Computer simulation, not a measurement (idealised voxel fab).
Proc. module: voxel air gaps
Square cells of 5 nm make up the cross-section cut, whose width is 235 nm.
We lay out every cross-section as a grid of square cells and spell it out in bands from the top down, where one band means one or more rows of cells. Basically the band line says how high the top is and how high the bottom is, in nm, and then what's in it from left to right, every material with its width in nm. Empty space shows up as "empty", and if a single material carries "throughout" it runs the full band edge to edge. Heights are measured from 0, the level below which the as-received wafer is all one material; the lowest band has no bottom and continues downward, written as in "0 nm and below". Width spec "30..40" -> top row of cells at first value, bottom row at second value, equal per-row change in between. Basically "left unchanged" means that step didn't change any cell in the cross-section. Enclosed voids (no open way to top), threshold 8 cells or more, entry "Closed internal cavities", notation width x height at distance, distance from left edge, nm. If you see something after the settings on a step's line, that's the simulator's own remark about that step. overlay nm: on a step with a mask, how far right of its planned place the mask lay; negative means left.
Process steps - plan
step 1: RECEIVE (material Si)
step 2: CONFORMAL_DEP (material SiO2; thk nm 15)
step 3: CONFORMAL_DEP (material SiCN; thk nm 5)
step 4: DIRECTIONAL_DEP (material lowk; thk nm 30)
step 5: PATTERN (tone open; mask id LINES; material resist; width nm 20; pitch nm 50; thk nm 15; overlay nm 0)
step 6: DIRECTIONAL_ETCH (etch materials lowk; depth nm 30)
step 7: STRIP (etch materials resist)
step 8: CONFORMAL_DEP (material TiN; thk nm 5)
step 9: FILL_DEP (material W; thk nm 5)
step 10: CMP (height nm 50)
step 11: EPI (material Ru; thk nm 10)
step 12: SELECTIVE_ETCH (etch materials lowk; depth nm 40)
step 13: CONFORMAL_DEP (material SiCN; thk nm 5)
Of two wafers, the first: run according to plan
Cross-section of the wafer at receipt, which is the condition after step 1
    0 nm and below: Si throughout
    Closed internal cavities: none
Sectional view: wafer, after step 2
    15 nm to 0 nm: SiO2 throughout
    Below 0, the layers are the same as they were.
Sectional view: wafer, after step 3
    20 nm to 15 nm: SiCN throughout
    Below 15, the layers are the same as they were.
Sectional view: wafer, after step 4
    50 nm to 20 nm: lowk throughout
    Below 20, the layers are the same as they were.
Sectional view: wafer, after step 5
    65 nm to 50 nm: 55 of resist | 20 of empty | 30 of resist | 20 of empty | 30 of resist | 20 of empty | 60 of resist
    Below 50, the layers are the same as they were.
Sectional view: wafer, after step 6
    65 nm to 50 nm: 55 of resist | 20 of empty | 30 of resist | 20 of empty | 30 of resist | 20 of empty | 60 of resist
    50 nm to 20 nm: 55 of lowk | 20 of empty | 30 of lowk | 20 of empty | 30 of lowk | 20 of empty | 60 of lowk
    Below 20, the layers are the same as they were.
Sectional view: wafer, after step 7
    50 nm to 20 nm: 55 of lowk | 20 of empty | 30 of lowk | 20 of empty | 30 of lowk | 20 of empty | 60 of lowk
    Below 20, the layers are the same as they were.
Sectional view: wafer, after step 8
    55 nm to 50 nm: 60 of TiN | 10 of empty | 40 of TiN | 10 of empty | 40 of TiN | 10 of empty | 65 of TiN
    50 nm to 25 nm: 55 of lowk | 5 of TiN | 10 of empty | 5 of TiN | 30 of lowk | 5 of TiN | 10 of empty | 5 of TiN | 30 of lowk | 5 of TiN | 10 of empty | 5 of TiN | 60 of lowk
    25 nm to 20 nm: 55 of lowk | 20 of TiN | 30 of lowk | 20 of TiN | 30 of lowk | 20 of TiN | 60 of lowk
    Below 20, the layers are the same as they were.
Sectional view: wafer, after step 9
    60 nm to 55 nm: W throughout
    55 nm to 50 nm: 60 of TiN | 10 of W | 40 of TiN | 10 of W | 40 of TiN | 10 of W | 65 of TiN
    50 nm to 25 nm: 55 of lowk | 5 of TiN | 10 of W | 5 of TiN | 30 of lowk | 5 of TiN | 10 of W | 5 of TiN | 30 of lowk | 5 of TiN | 10 of W | 5 of TiN | 60 of lowk
    Below 25, the layers are the same as they were.
Sectional view: wafer, after step 10
    50 nm to 25 nm: 55 of lowk | 5 of TiN | 10 of W | 5 of TiN | 30 of lowk | 5 of TiN | 10 of W | 5 of TiN | 30 of lowk | 5 of TiN | 10 of W | 5 of TiN | 60 of lowk
    Below 25, the layers are the same as they were.
Sectional view: wafer, after step 11
    60 nm to 50 nm: 45 of empty | 40 of Ru | 10 of empty | 40 of Ru | 10 of empty | 40 of Ru | 50 of empty
    Below 50, the layers are the same as they were.
Sectional view: wafer, after step 12
    60 nm to 50 nm: 45 of empty | 40 of Ru | 10 of empty | 40 of Ru | 10 of empty | 40 of Ru | 50 of empty
    50 nm to 25 nm: 55 of empty | 5 of TiN | 10 of W | 5 of TiN | 30 of empty | 5 of TiN | 10 of W | 5 of TiN | 30 of empty | 5 of TiN | 10 of W | 5 of TiN | 60 of empty
    25 nm to 20 nm: 55 of empty | 20 of TiN | 30 of empty | 20 of TiN | 30 of empty | 20 of TiN | 60 of empty
    Below 20, the layers are the same as they were.
Sectional view: wafer, after step 13
    65 nm to 60 nm: 40 of empty | 150 of SiCN | 45 of empty
    60 nm to 50 nm: 40 of empty | 5 of SiCN | 40 of Ru | 10 of SiCN | 40 of Ru | 10 of SiCN | 40 of Ru | 5 of SiCN | 45 of empty
    50 nm to 45 nm: 40 of empty | 15 of SiCN | 5 of TiN | 10 of W | 5 of TiN | 30 of SiCN | 5 of TiN | 10 of W | 5 of TiN | 30 of SiCN | 5 of TiN | 10 of W | 5 of TiN | 15 of SiCN | 45 of empty
    45 nm to 25 nm: 50 of empty | 5 of SiCN | 5 of TiN | 10 of W | 5 of TiN | 5 of SiCN | 20 of empty | 5 of SiCN | 5 of TiN | 10 of W | 5 of TiN | 5 of SiCN | 20 of empty | 5 of SiCN | 5 of TiN | 10 of W | 5 of TiN | 5 of SiCN | 55 of empty
    25 nm to 20 nm: 55 of SiCN | 20 of TiN | 30 of SiCN | 20 of TiN | 30 of SiCN | 20 of TiN | 60 of SiCN
    Below 20, the layers are the same as they were.
    Closed internal cavities: 20 x 20 at 80; 20 x 20 at 130
Wafer two. Identical start, identical plan. One mistake in execution. Identical history through step 12
Cross-section of the second wafer at the time step 13 of the plan should have ended: left unchanged
So what did we get wrong on this run? plan step 13 never ran because it was skipped
It is noted that, at the conclusion of processing, the second wafer exhibits a higher or lower cell count for certain materials relative to the first: SiCN -119
Upon completion, the first wafer exhibits 2 closed voids and the second wafer exhibits 0.
